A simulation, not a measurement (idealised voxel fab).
The document below concerns the process module designated voxel self aligned contacts.
The figure presents cross-section cut, which has a width of 225 nm and is divided into square cells with an edge length of 5 nm.
Cross-section format: a grid of square cells, given as bands from top to bottom; each band is one or more rows of cells.
Heads up on the band format: heights come first, top then bottom, in nm. After that it's the materials left to right, each with its width in nm. A single material flagged "all across" fills the whole band edge to edge, and "empty" means there's empty space there.
It should be noted that heights are counted from 0, beneath which the wafer as supplied is of one material throughout, and that the lowest band possesses no lower boundary but continues downward, as written in "0 nm and below".
Graded width ("30..40"): value in top row of band = first number; value in bottom row = second number; row-to-row change constant.
Reading "nothing got changed" for a step: not a cell of the cross-section changed in it.
Entry "Enclosed void inventory". Content: empty spaces with no open connection to the top, size 8 cells or greater. Each: width x height at distance. Distance: from left edge. Unit: nm.
Whatever follows a step's settings on its line is a remark the simulator itself makes about that step.
The setting "overlay nm" may be written on the line of a step. When the step uses a mask, the value reports how far to the right of the planned place the mask lay, and a negative value reports that it lay to the left.
Listed below are the process steps as planned:
1 RECEIVE,material Si
2 CONFORMAL_DEP,material SiO2,thk nm 5
3 DIRECTIONAL_DEP,material polySi,thk nm 20
4 DIRECTIONAL_DEP,material SiN,thk nm 20
5 DIRECTIONAL_DEP,material aC,thk nm 15
6 PATTERN,tone cover,mask id GATE,material resist,width nm 35,pitch nm 75,thk nm 35,overlay nm 0
7 DIRECTIONAL_ETCH,etch materials aC,depth nm 15
8 STRIP,etch materials resist
9 DIRECTIONAL_ETCH,etch materials SiN,depth nm 20
10 DIRECTIONAL_ETCH,etch materials polySi,depth nm 20
11 STRIP,etch materials aC
12 CONFORMAL_DEP,material SiN,thk nm 10
13 DIRECTIONAL_ETCH,etch materials SiN,depth nm 10
14 FILL_DEP,material SiO2,thk nm 15
15 CMP,height nm 55
16 PATTERN,tone open,mask id CONTACT,material resist,width nm 50,thk nm 20,overlay nm 0
17 DIRECTIONAL_ETCH,etch materials SiO2,depth nm 55
18 STRIP,etch materials resist
19 CONFORMAL_DEP,material TiN,thk nm 5
20 FILL_DEP,material W,thk nm 10
21 CMP,height nm 55
22 CONFORMAL_DEP,material SiCN,thk nm 5
What follows covers the first of two wafers; it ran as planned:
Wafer as received: cross-section following step 1:
* 0 nm and below: Si all across
* Enclosed void inventory: none
Cross-section: wafer state after step 2:
* 5 nm to 0 nm: SiO2 all across
* For the remainder of the cross-section, below 0, there is no change.
Cross-section: wafer state after step 3:
* 25 nm to 5 nm: polySi all across
* For the remainder of the cross-section, below 5, there is no change.
Cross-section: wafer state after step 4:
* 45 nm to 25 nm: SiN all across
* For the remainder of the cross-section, below 25, there is no change.
Cross-section: wafer state after step 5:
* 60 nm to 45 nm: aC all across
* For the remainder of the cross-section, below 45, there is no change.
Cross-section: wafer state after step 6:
* 95 nm to 60 nm: empty=55; resist=35; empty=40; resist=35; empty=60
* For the remainder of the cross-section, below 60, there is no change.
Cross-section: wafer state after step 7:
* 80 nm to 60 nm: empty=55; resist=35; empty=40; resist=35; empty=60
* 60 nm to 45 nm: empty=55; aC=35; empty=40; aC=35; empty=60
* For the remainder of the cross-section, below 45, there is no change.
Cross-section: wafer state after step 8:
* 60 nm to 45 nm: empty=55; aC=35; empty=40; aC=35; empty=60
* For the remainder of the cross-section, below 45, there is no change.
Cross-section: wafer state after step 9:
* 60 nm to 45 nm: empty=55; aC=35; empty=40; aC=35; empty=60
* 45 nm to 25 nm: empty=55; SiN=35; empty=40; SiN=35; empty=60
* For the remainder of the cross-section, below 25, there is no change.
Cross-section: wafer state after step 10:
* 60 nm to 45 nm: empty=55; aC=35; empty=40; aC=35; empty=60
* 45 nm to 25 nm: empty=55; SiN=35; empty=40; SiN=35; empty=60
* 25 nm to 5 nm: empty=55; polySi=35; empty=40; polySi=35; empty=60
* For the remainder of the cross-section, below 5, there is no change.
Cross-section: wafer state after step 11:
* 45 nm to 25 nm: empty=55; SiN=35; empty=40; SiN=35; empty=60
* For the remainder of the cross-section, below 25, there is no change.
Cross-section: wafer state after step 12:
* 55 nm to 25 nm: empty=45; SiN=55; empty=20; SiN=55; empty=50
* 25 nm to 15 nm: empty=45; SiN=10; polySi=35; SiN=10; empty=20; SiN=10; polySi=35; SiN=10; empty=50
* 15 nm to 5 nm: SiN=55; polySi=35; SiN=40; polySi=35; SiN=60
* For the remainder of the cross-section, below 5, there is no change.
Cross-section: wafer state after step 13:
* 45 nm to 25 nm: empty=45; SiN=55; empty=20; SiN=55; empty=50
* 25 nm to 5 nm: empty=45; SiN=10; polySi=35; SiN=10; empty=20; SiN=10; polySi=35; SiN=10; empty=50
* For the remainder of the cross-section, below 5, there is no change.
Cross-section: wafer state after step 14:
* 60 nm to 45 nm: SiO2 all across
* 45 nm to 25 nm: SiO2=45; SiN=55; SiO2=20; SiN=55; SiO2=50
* 25 nm to 5 nm: SiO2=45; SiN=10; polySi=35; SiN=10; SiO2=20; SiN=10; polySi=35; SiN=10; SiO2=50
* For the remainder of the cross-section, below 5, there is no change.
Cross-section: wafer state after step 15:
* 55 nm to 45 nm: SiO2 all across
* For the remainder of the cross-section, below 45, there is no change.
Cross-section: wafer state after step 16:
* 75 nm to 55 nm: resist=85; empty=50; resist=90
* For the remainder of the cross-section, below 55, there is no change.
Cross-section: wafer state after step 17:
* 75 nm to 55 nm: resist=85; empty=50; resist=90
* 55 nm to 45 nm: SiO2=85; empty=50; SiO2=90
* 45 nm to 25 nm: SiO2=45; SiN=55; empty=20; SiN=55; SiO2=50
* 25 nm to 5 nm: SiO2=45; SiN=10; polySi=35; SiN=10; empty=20; SiN=10; polySi=35; SiN=10; SiO2=50
* 5 nm to 0 nm: SiO2=100; empty=20; SiO2=105
* For the remainder of the cross-section, below 0, there is no change.
Cross-section: wafer state after step 18:
* 55 nm to 45 nm: SiO2=85; empty=50; SiO2=90
* For the remainder of the cross-section, below 45, there is no change.
Cross-section: wafer state after step 19:
* 60 nm to 55 nm: TiN=90; empty=40; TiN=95
* 55 nm to 45 nm: SiO2=85; TiN=5..20; empty=40..10; TiN=5..20; SiO2=90
* 45 nm to 25 nm: SiO2=45; SiN=55; TiN=5; empty=10; TiN=5; SiN=55; SiO2=50
* 25 nm to 5 nm: SiO2=45; SiN=10; polySi=35; SiN=10; TiN=5; empty=10; TiN=5; SiN=10; polySi=35; SiN=10; SiO2=50
* 5 nm to 0 nm: SiO2=100; TiN=20; SiO2=105
* For the remainder of the cross-section, below 0, there is no change.
Cross-section: wafer state after step 20:
* 70 nm to 60 nm: W all across
* 60 nm to 55 nm: TiN=90; W=40; TiN=95
* 55 nm to 45 nm: SiO2=85; TiN=5..20; W=40..10; TiN=5..20; SiO2=90
* 45 nm to 25 nm: SiO2=45; SiN=55; TiN=5; W=10; TiN=5; SiN=55; SiO2=50
* 25 nm to 5 nm: SiO2=45; SiN=10; polySi=35; SiN=10; TiN=5; W=10; TiN=5; SiN=10; polySi=35; SiN=10; SiO2=50
* For the remainder of the cross-section, below 5, there is no change.
Cross-section: wafer state after step 21:
* 55 nm to 45 nm: SiO2=85; TiN=5..20; W=40..10; TiN=5..20; SiO2=90
* For the remainder of the cross-section, below 45, there is no change.
Cross-section: wafer state after step 22:
* 60 nm to 55 nm: SiCN all across
* For the remainder of the cross-section, below 55, there is no change.
Second wafer. Start and plan as for the first. One mistake made in running. Agrees with the first up to and including step 15:
Cross-section, second wafer, at the end time the plan gives for step 16:
* 75 nm to 55 nm: resist=90; empty=45; resist=90
* For the remainder of the cross-section, below 55, there is no change.
Cross-section, second wafer, at the end time the plan gives for step 17:
* 75 nm to 55 nm: resist=90; empty=45; resist=90
* 55 nm to 45 nm: SiO2=90; empty=45; SiO2=90
* 45 nm to 25 nm: SiO2=45; SiN=55; empty=20; SiN=55; SiO2=50
* 25 nm to 5 nm: SiO2=45; SiN=10; polySi=35; SiN=10; empty=20; SiN=10; polySi=35; SiN=10; SiO2=50
* 5 nm to 0 nm: SiO2=100; empty=20; SiO2=105
* For the remainder of the cross-section, below 0, there is no change.
Cross-section, second wafer, at the end time the plan gives for step 18:
* 55 nm to 45 nm: SiO2=90; empty=45; SiO2=90
* For the remainder of the cross-section, below 45, there is no change.
Cross-section, second wafer, at the end time the plan gives for step 19:
* 60 nm to 55 nm: TiN=95; empty=35; TiN=95
* 55 nm to 45 nm: SiO2=90; TiN=5..15; empty=35..10; TiN=5..20; SiO2=90
* 45 nm to 25 nm: SiO2=45; SiN=55; TiN=5; empty=10; TiN=5; SiN=55; SiO2=50
* 25 nm to 5 nm: SiO2=45; SiN=10; polySi=35; SiN=10; TiN=5; empty=10; TiN=5; SiN=10; polySi=35; SiN=10; SiO2=50
* 5 nm to 0 nm: SiO2=100; TiN=20; SiO2=105
* For the remainder of the cross-section, below 0, there is no change.
Cross-section, second wafer, at the end time the plan gives for step 20:
* 70 nm to 60 nm: W all across
* 60 nm to 55 nm: TiN=95; W=35; TiN=95
* 55 nm to 45 nm: SiO2=90; TiN=5..15; W=35..10; TiN=5..20; SiO2=90
* 45 nm to 25 nm: SiO2=45; SiN=55; TiN=5; W=10; TiN=5; SiN=55; SiO2=50
* 25 nm to 5 nm: SiO2=45; SiN=10; polySi=35; SiN=10; TiN=5; W=10; TiN=5; SiN=10; polySi=35; SiN=10; SiO2=50
* For the remainder of the cross-section, below 5, there is no change.
Cross-section, second wafer, at the end time the plan gives for step 21:
* 55 nm to 45 nm: SiO2=90; TiN=5..15; W=35..10; TiN=5..20; SiO2=90
* For the remainder of the cross-section, below 45, there is no change.
Cross-section, second wafer, at the end time the plan gives for step 22:
* 60 nm to 55 nm: SiCN all across
* For the remainder of the cross-section, below 55, there is no change.
So what did we get wrong on this run? note that step 16 departed from the planned setting and was carried out as PATTERN,tone open,mask id CONTACT,material resist,width nm 45,thk nm 20,overlay nm 0
Final tally in cells, some materials are higher or lower on the second wafer than on the first: SiO2 +2 | TiN -1 | W -1
